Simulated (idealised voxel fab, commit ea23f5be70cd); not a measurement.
Title: Process Module voxel gate over fins
Section shown: cut. Width: 230 nm. Cell size: 5 nm, square.
Reading order for cross-sections: top band down to bottom band. Underlying form: a grid of square cells. Band size: one or more rows of cells.
Heights first: top, then bottom, in nm. Then materials, left to right, each with a width in nm. "throughout" on a single material: fills the band edge to edge. "blank": empty space.
A quick word on heights: they are counted from 0, and under that level the wafer as it came to us is one material throughout. The lowest band is different from the rest in having no bottom; it simply continues downward, written as in "z 0 and below".
Graded width ("30..40"): value in top row of band = first number; value in bottom row = second number; row-to-row change constant.
"everything unchanged", as given for a step, is the statement that not any cell of the cross-section underwent a change during that step.
"Closed void entries": sealed empty spaces, 8 cells or more, no open way to top, listed width x height at distance, with distance from the left edge and width, height and distance in nm.
after a step's settings: what the simulator itself notes on the step
What "overlay nm" on a step's line means: if the step has a mask, that mask lay this far to the right of its planned place, or, when the value is negative, to the left.
# The steps planned for the process are as follows
- 1: RECEIVE, material Si
- 2: CONFORMAL_DEP, material SiN, thk nm 5
- 3: PATTERN, tone cover, mask id FINS, material resist, width nm 15, pitch nm 60, thk nm 20, overlay nm 0
- 4: DIRECTIONAL_ETCH, etch materials SiN, depth nm 5
- 5: DIRECTIONAL_ETCH, etch materials Si, depth nm 35
- 6: STRIP, etch materials resist
- 7: OXIDIZE, depth nm 5
- 8: FILL_DEP, material SiO2, thk nm 15
- 9: CMP, height nm 5
- 10: PATTERN, tone open, mask id RAIL, material resist, width nm 15, thk nm 20, overlay nm 0
- 11: DIRECTIONAL_ETCH, etch materials SiO2, depth nm 35
- 12: STRIP, etch materials resist
- 13: CONFORMAL_DEP, material TiN, thk nm 5
- 14: FILL_DEP, material Ru, thk nm 10
- 15: CMP, height nm 5
- 16: SELECTIVE_ETCH, etch materials W Ru TiN, depth nm 30
- 17: FILL_DEP, material SiO2, thk nm 5
- 18: CMP, height nm 5
- 19: SELECTIVE_ETCH, etch materials SiO2, depth nm 20
- 20: STRIP, etch materials SiN
- 21: CONFORMAL_DEP, material HfO2, thk nm 5
- 22: CONFORMAL_DEP, material TiN, thk nm 5
- 23: CONFORMAL_DEP, material TiAl, thk nm 5
- 24: CONFORMAL_DEP, material TiN, thk nm 5
- 25: FILL_DEP, material W, thk nm 15
- 26: CMP, height nm 30
- 27: CONFORMAL_DEP, material SiN, thk nm 10
# On the first of the two wafers: run conducted according to plan
# Cross-section of the wafer upon arrival, representing the state reached after step 1
	z 0 and below  Si throughout
	Closed void entries: none
# Step 2 done - wafer cross-section
	z 5 to 0  SiN throughout
	Below 0, the layers are the same as they were.
# Step 3 done - wafer cross-section
	z 25 to 5  blank=75, then resist=15, then blank=45, then resist=15, then blank=80
	Below 5, the layers are the same as they were.
# Step 4 done - wafer cross-section
	z 25 to 5  blank=75, then resist=15, then blank=45, then resist=15, then blank=80
	z 5 to 0  blank=75, then SiN=15, then blank=45, then SiN=15, then blank=80
	Below 0, the layers are the same as they were.
# Step 5 done - wafer cross-section
	z 25 to 5  blank=75, then resist=15, then blank=45, then resist=15, then blank=80
	z 5 to 0  blank=75, then SiN=15, then blank=45, then SiN=15, then blank=80
	z 0 to -35  blank=75, then Si=15, then blank=45, then Si=15, then blank=80
	Below -35, the layers are the same as they were.
# Step 6 done - wafer cross-section
	z 5 to 0  blank=75, then SiN=15, then blank=45, then SiN=15, then blank=80
	Below 0, the layers are the same as they were.
# Step 7 done - wafer cross-section
	z 5 to 0  blank=75, then SiN=15, then blank=45, then SiN=15, then blank=80
	z 0 to -35  blank=75, then SiO2=5, then Si=5, then SiO2=5, then blank=45, then SiO2=5, then Si=5, then SiO2=5, then blank=80
	z -35 to -40  SiO2=80, then Si=5, then SiO2=55, then Si=5, then SiO2=85
	Below -40, the layers are the same as they were.
# Step 8 done - wafer cross-section
	z 20 to 5  SiO2 throughout
	z 5 to 0  SiO2=75, then SiN=15, then SiO2=45, then SiN=15, then SiO2=80
	z 0 to -40  SiO2=80, then Si=5, then SiO2=55, then Si=5, then SiO2=85
	Below -40, the layers are the same as they were.
# Step 9 done - wafer cross-section
	z 5 to 0  SiO2=75, then SiN=15, then SiO2=45, then SiN=15, then SiO2=80
	Below 0, the layers are the same as they were.
# Step 10 done - wafer cross-section
	z 25 to 5  resist=105, then blank=15, then resist=110
	Below 5, the layers are the same as they were.
# Step 11 done - wafer cross-section
	z 25 to 5  resist=105, then blank=15, then resist=110
	z 5 to 0  SiO2=75, then SiN=15, then SiO2=15, then blank=15, then SiO2=15, then SiN=15, then SiO2=80
	z 0 to -30  SiO2=80, then Si=5, then SiO2=20, then blank=15, then SiO2=20, then Si=5, then SiO2=85
	Below -30, the layers are the same as they were.
# Step 12 done - wafer cross-section
	z 5 to 0  SiO2=75, then SiN=15, then SiO2=15, then blank=15, then SiO2=15, then SiN=15, then SiO2=80
	Below 0, the layers are the same as they were.
# Step 13 done - wafer cross-section
	z 10 to 5  TiN=110, then blank=5, then TiN=115
	z 5 to 0  SiO2=75, then SiN=15, then SiO2=15, then TiN=5, then blank=5, then TiN=5, then SiO2=15, then SiN=15, then SiO2=80
	z 0 to -25  SiO2=80, then Si=5, then SiO2=20, then TiN=5, then blank=5, then TiN=5, then SiO2=20, then Si=5, then SiO2=85
	z -25 to -30  SiO2=80, then Si=5, then SiO2=20, then TiN=15, then SiO2=20, then Si=5, then SiO2=85
	Below -30, the layers are the same as they were.
# Step 14 done - wafer cross-section
	z 20 to 10  Ru throughout
	z 10 to 5  TiN=110, then Ru=5, then TiN=115
	z 5 to 0  SiO2=75, then SiN=15, then SiO2=15, then TiN=5, then Ru=5, then TiN=5, then SiO2=15, then SiN=15, then SiO2=80
	z 0 to -25  SiO2=80, then Si=5, then SiO2=20, then TiN=5, then Ru=5, then TiN=5, then SiO2=20, then Si=5, then SiO2=85
	Below -25, the layers are the same as they were.
# Step 15 done - wafer cross-section
	z 5 to 0  SiO2=75, then SiN=15, then SiO2=15, then TiN=5, then Ru=5, then TiN=5, then SiO2=15, then SiN=15, then SiO2=80
	Below 0, the layers are the same as they were.
# Step 16 done - wafer cross-section
	z 5 to 0  SiO2=75, then SiN=15, then SiO2=15, then blank=15, then SiO2=15, then SiN=15, then SiO2=80
	z 0 to -25  SiO2=80, then Si=5, then SiO2=20, then blank=15, then SiO2=20, then Si=5, then SiO2=85
	Below -25, the layers are the same as they were.
# Step 17 done - wafer cross-section
	z 10 to 5  SiO2 throughout
	z 5 to 0  SiO2=75, then SiN=15, then SiO2=45, then SiN=15, then SiO2=80
	z 0 to -25  SiO2=80, then Si=5, then SiO2=55, then Si=5, then SiO2=85
	Below -25, the layers are the same as they were.
# Step 18 done - wafer cross-section
	z 5 to 0  SiO2=75, then SiN=15, then SiO2=45, then SiN=15, then SiO2=80
	Below 0, the layers are the same as they were.
# Step 19 done - wafer cross-section
	z 5 to 0  blank=75, then SiN=15, then blank=45, then SiN=15, then blank=80
	z 0 to -15  blank=80, then Si=5, then blank=55, then Si=5, then blank=85
	Below -15, the layers are the same as they were.
# Step 20 done - wafer cross-section
	z 0 to -15  blank=80, then Si=5, then blank=55, then Si=5, then blank=85
	Below -15, the layers are the same as they were.
# Step 21 done - wafer cross-section
	z 5 to 0  blank=75, then HfO2=15, then blank=45, then HfO2=15, then blank=80
	z 0 to -10  blank=75, then HfO2=5, then Si=5, then HfO2=5, then blank=45, then HfO2=5, then Si=5, then HfO2=5, then blank=80
	z -10 to -15  HfO2=80, then Si=5, then HfO2=55, then Si=5, then HfO2=85
	Below -15, the layers are the same as they were.
# Step 22 done - wafer cross-section
	z 10 to 5  blank=70, then TiN=25, then blank=35, then TiN=25, then blank=75
	z 5 to 0  blank=70, then TiN=5, then HfO2=15, then TiN=5, then blank=35, then TiN=5, then HfO2=15, then TiN=5, then blank=75
	z 0 to -5  blank=70, then TiN=5, then HfO2=5, then Si=5, then HfO2=5, then TiN=5, then blank=35, then TiN=5, then HfO2=5, then Si=5, then HfO2=5, then TiN=5, then blank=75
	z -5 to -10  TiN=75, then HfO2=5, then Si=5, then HfO2=5, then TiN=45, then HfO2=5, then Si=5, then HfO2=5, then TiN=80
	Below -10, the layers are the same as they were.
# Step 23 done - wafer cross-section
	z 15 to 10  blank=65, then TiAl=35, then blank=25, then TiAl=35, then blank=70
	z 10 to 5  blank=65, then TiAl=5, then TiN=25, then TiAl=5, then blank=25, then TiAl=5, then TiN=25, then TiAl=5, then blank=70
	z 5 to 0  blank=65, then TiAl=5, then TiN=5, then HfO2=15, then TiN=5, then TiAl=5, then blank=25, then TiAl=5, then TiN=5, then HfO2=15, then TiN=5, then TiAl=5, then blank=70
	z 0 to -5  TiAl=70, then TiN=5, then HfO2=5, then Si=5, then HfO2=5, then TiN=5, then TiAl=35, then TiN=5, then HfO2=5, then Si=5, then HfO2=5, then TiN=5, then TiAl=75
	Below -5, the layers are the same as they were.
# Step 24 done - wafer cross-section
	z 20 to 15  blank=60, then TiN=45, then blank=15, then TiN=45, then blank=65
	z 15 to 10  blank=60, then TiN=5, then TiAl=35, then TiN=5, then blank=15, then TiN=5, then TiAl=35, then TiN=5, then blank=65
	z 10 to 5  blank=60, then TiN=5, then TiAl=5, then TiN=25, then TiAl=5, then TiN=5, then blank=15, then TiN=5, then TiAl=5, then TiN=25, then TiAl=5, then TiN=5, then blank=65
	z 5 to 0  TiN=65, then TiAl=5, then TiN=5, then HfO2=15, then TiN=5, then TiAl=5, then TiN=25, then TiAl=5, then TiN=5, then HfO2=15, then TiN=5, then TiAl=5, then TiN=70
	Below 0, the layers are the same as they were.
# Step 25 done - wafer cross-section
	z 35 to 20  W throughout
	z 20 to 15  W=60, then TiN=45, then W=15, then TiN=45, then W=65
	z 15 to 10  W=60, then TiN=5, then TiAl=35, then TiN=5, then W=15, then TiN=5, then TiAl=35, then TiN=5, then W=65
	z 10 to 5  W=60, then TiN=5, then TiAl=5, then TiN=25, then TiAl=5, then TiN=5, then W=15, then TiN=5, then TiAl=5, then TiN=25, then TiAl=5, then TiN=5, then W=65
	Below 5, the layers are the same as they were.
# Step 26 done - wafer cross-section
	z 30 to 20  W throughout
	Below 20, the layers are the same as they were.
# Step 27 done - wafer cross-section
	z 40 to 30  SiN throughout
	Below 30, the layers are the same as they were.
# Second wafer - shared start and plan with the first - one error in running - same as the first up to step 14 inclusive
Cross-section of the second wafer at the time step 15 of the plan should have ended: everything unchanged
# Cross-section of the second wafer at the time step 16 of the plan should have ended
	z 5 to 0  SiO2=75, then SiN=15, then SiO2=15, then blank=15, then SiO2=15, then SiN=15, then SiO2=80
	z 0 to -10  SiO2=80, then Si=5, then SiO2=20, then blank=15, then SiO2=20, then Si=5, then SiO2=85
	Below -10, the layers are the same as they were.
# Cross-section of the second wafer at the time step 17 of the plan should have ended
	z 10 to 5  SiO2 throughout
	z 5 to 0  SiO2=75, then SiN=15, then SiO2=45, then SiN=15, then SiO2=80
	z 0 to -10  SiO2=80, then Si=5, then SiO2=55, then Si=5, then SiO2=85
	Below -10, the layers are the same as they were.
# Cross-section of the second wafer at the time step 18 of the plan should have ended
	z 5 to 0  SiO2=75, then SiN=15, then SiO2=45, then SiN=15, then SiO2=80
	Below 0, the layers are the same as they were.
# Cross-section of the second wafer at the time step 19 of the plan should have ended
	z 5 to 0  blank=75, then SiN=15, then blank=45, then SiN=15, then blank=80
	z 0 to -10  blank=80, then Si=5, then blank=55, then Si=5, then blank=85
	z -10 to -15  blank=80, then Si=5, then blank=20, then TiN=5, then Ru=5, then TiN=5, then blank=20, then Si=5, then blank=85
	Below -15, the layers are the same as they were.
# Cross-section of the second wafer at the time step 20 of the plan should have ended
	z 0 to -10  blank=80, then Si=5, then blank=55, then Si=5, then blank=85
	Below -10, the layers are the same as they were.
# Cross-section of the second wafer at the time step 21 of the plan should have ended
	z 5 to 0  blank=75, then HfO2=15, then blank=45, then HfO2=15, then blank=80
	z 0 to -5  blank=75, then HfO2=5, then Si=5, then HfO2=5, then blank=45, then HfO2=5, then Si=5, then HfO2=5, then blank=80
	z -5 to -10  blank=75, then HfO2=5, then Si=5, then HfO2=5, then blank=10, then HfO2=25, then blank=10, then HfO2=5, then Si=5, then HfO2=5, then blank=80
	z -10 to -15  HfO2=80, then Si=5, then HfO2=20, then TiN=5, then Ru=5, then TiN=5, then HfO2=20, then Si=5, then HfO2=85
	Below -15, the layers are the same as they were.
# Cross-section of the second wafer at the time step 22 of the plan should have ended
	z 10 to 5  blank=70, then TiN=25, then blank=35, then TiN=25, then blank=75
	z 5 to 0  blank=70, then TiN=5, then HfO2=15, then TiN=5, then blank=35, then TiN=5, then HfO2=15, then TiN=5, then blank=75
	z 0 to -5  blank=70, then TiN=5, then HfO2=5, then Si=5, then HfO2=5, then TiN=45, then HfO2=5, then Si=5, then HfO2=5, then TiN=5, then blank=75
	z -5 to -10  TiN=75, then HfO2=5, then Si=5, then HfO2=5, then TiN=10, then HfO2=25, then TiN=10, then HfO2=5, then Si=5, then HfO2=5, then TiN=80
	Below -10, the layers are the same as they were.
# Cross-section of the second wafer at the time step 23 of the plan should have ended
	z 15 to 10  blank=65, then TiAl=35, then blank=25, then TiAl=35, then blank=70
	z 10 to 5  blank=65, then TiAl=5, then TiN=25, then TiAl=5, then blank=25, then TiAl=5, then TiN=25, then TiAl=5, then blank=70
	z 5 to 0  blank=65, then TiAl=5, then TiN=5, then HfO2=15, then TiN=5, then TiAl=35, then TiN=5, then HfO2=15, then TiN=5, then TiAl=5, then blank=70
	z 0 to -5  TiAl=70, then TiN=5, then HfO2=5, then Si=5, then HfO2=5, then TiN=45, then HfO2=5, then Si=5, then HfO2=5, then TiN=5, then TiAl=75
	Below -5, the layers are the same as they were.
# Cross-section of the second wafer at the time step 24 of the plan should have ended
	z 20 to 15  blank=60, then TiN=45, then blank=15, then TiN=45, then blank=65
	z 15 to 10  blank=60, then TiN=5, then TiAl=35, then TiN=5, then blank=15, then TiN=5, then TiAl=35, then TiN=5, then blank=65
	z 10 to 5  blank=60, then TiN=5, then TiAl=5, then TiN=25, then TiAl=5, then TiN=25, then TiAl=5, then TiN=25, then TiAl=5, then TiN=5, then blank=65
	z 5 to 0  TiN=65, then TiAl=5, then TiN=5, then HfO2=15, then TiN=5, then TiAl=35, then TiN=5, then HfO2=15, then TiN=5, then TiAl=5, then TiN=70
	Below 0, the layers are the same as they were.
# Cross-section of the second wafer at the time step 25 of the plan should have ended
	z 35 to 20  W throughout
	z 20 to 15  W=60, then TiN=45, then W=15, then TiN=45, then W=65
	z 15 to 10  W=60, then TiN=5, then TiAl=35, then TiN=5, then W=15, then TiN=5, then TiAl=35, then TiN=5, then W=65
	z 10 to 5  W=60, then TiN=5, then TiAl=5, then TiN=25, then TiAl=5, then TiN=25, then TiAl=5, then TiN=25, then TiAl=5, then TiN=5, then W=65
	Below 5, the layers are the same as they were.
# Cross-section of the second wafer at the time step 26 of the plan should have ended
	z 30 to 20  W throughout
	Below 20, the layers are the same as they were.
# Cross-section of the second wafer at the time step 27 of the plan should have ended
	z 40 to 30  SiN throughout
	Below 30, the layers are the same as they were.
Deviation from plan: it should be noted that step 15 of the plan was omitted and was not performed
The final cell counts differ between the wafers, with the second having more or fewer of some materials than the first: HfO2: 2 more; Ru: 3 more; SiO2: 6 fewer; TiAl: 2 fewer; TiN: 6 more; W: 3 fewer
